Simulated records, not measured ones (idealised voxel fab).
Presented below is a process module, voxel spacer lines.
Shown is cross-section cut, with a width of 225 nm and square cells of size 5 nm.
Notation: cross-section as square-cell grid; stated in bands, top first, going down; one or more cell rows per band. In this notation a band is specified by the heights of its top and bottom, in that order and in nm, after which its materials appear from left to right, each paired with its width in nm. The word "full width" attached to a single material means that material fills the band from edge to edge; the word "empty" stands for empty space. All heights in this document are referenced to 0, defined as the level beneath which the wafer, as received, consists entirely of one material. The lowest band is not bounded below; it extends indefinitely downward and is written in the form "0..down". Think of "30..40" as a width that walks from the first number to the second as you go down the band, top row to bottom row, taking equal-sized steps from row to row. Key: "identical to before" - step with no changed cell in the cross-section. "Closed-off voids" means: voids of 8 cells or more that are shut off from the top with no open way through. Written width x height at distance, distance from the left edge, in nm. Text after the settings on a step's line: the simulator's own remark on that step. overlay nm: for a step with a mask, the amount by which the mask lay right of where it was planned; a negative amount means left of it.

So here's the lineup of process steps we planned
1: RECEIVE, material Si
2: CONFORMAL_DEP, material Al2O3, thk nm 5
3: DIRECTIONAL_DEP, material polySi, thk nm 20
4: DIRECTIONAL_DEP, material aC, thk nm 20
5: PATTERN, tone cover, mask id MANDREL, material resist, width nm 20, pitch nm 70, thk nm 25, overlay nm 0
6: DIRECTIONAL_ETCH, etch materials aC, depth nm 20
7: STRIP, etch materials resist
8: CONFORMAL_DEP, material SiN, thk nm 15
9: DIRECTIONAL_ETCH, etch materials SiN, depth nm 15
10: STRIP, etch materials aC
11: DIRECTIONAL_ETCH, etch materials polySi, depth nm 20
12: STRIP, etch materials SiN

The cross-section here shows the wafer as received, i.e. in its state after step 1
  0..down: Si full width
  Closed-off voids: none

Cross-section, first of two wafers, end of module, run as planned
  25..5: empty=15 | polySi=15 | empty=20 | polySi=15 | empty=20 | polySi=15 | empty=20 | polySi=15 | empty=20 | polySi=15 | empty=20 | polySi=15 | empty=20
  5..0: Al2O3 full width
  0..down: Si full width
  Closed-off voids: none

Second wafer through the module, sectioned at the end: same beginning and same plan as the first wafer, with one mistake in carrying it out
  25..5: empty=5 | polySi=15 | empty=20 | polySi=15 | empty=20 | polySi=15 | empty=20 | polySi=15 | empty=20 | polySi=15 | empty=20 | polySi=15 | empty=30
  5..0: Al2O3 full width
  0..down: Si full width
  Closed-off voids: none
Plan not followed: step 5: run off-plan, actual operation and settings PATTERN, tone cover, mask id MANDREL, material resist, width nm 20, pitch nm 70, thk nm 25, overlay nm -10
If you tally the cells, the second wafer ends up with the same amount of every material as the first; it's all just sitting in different places.
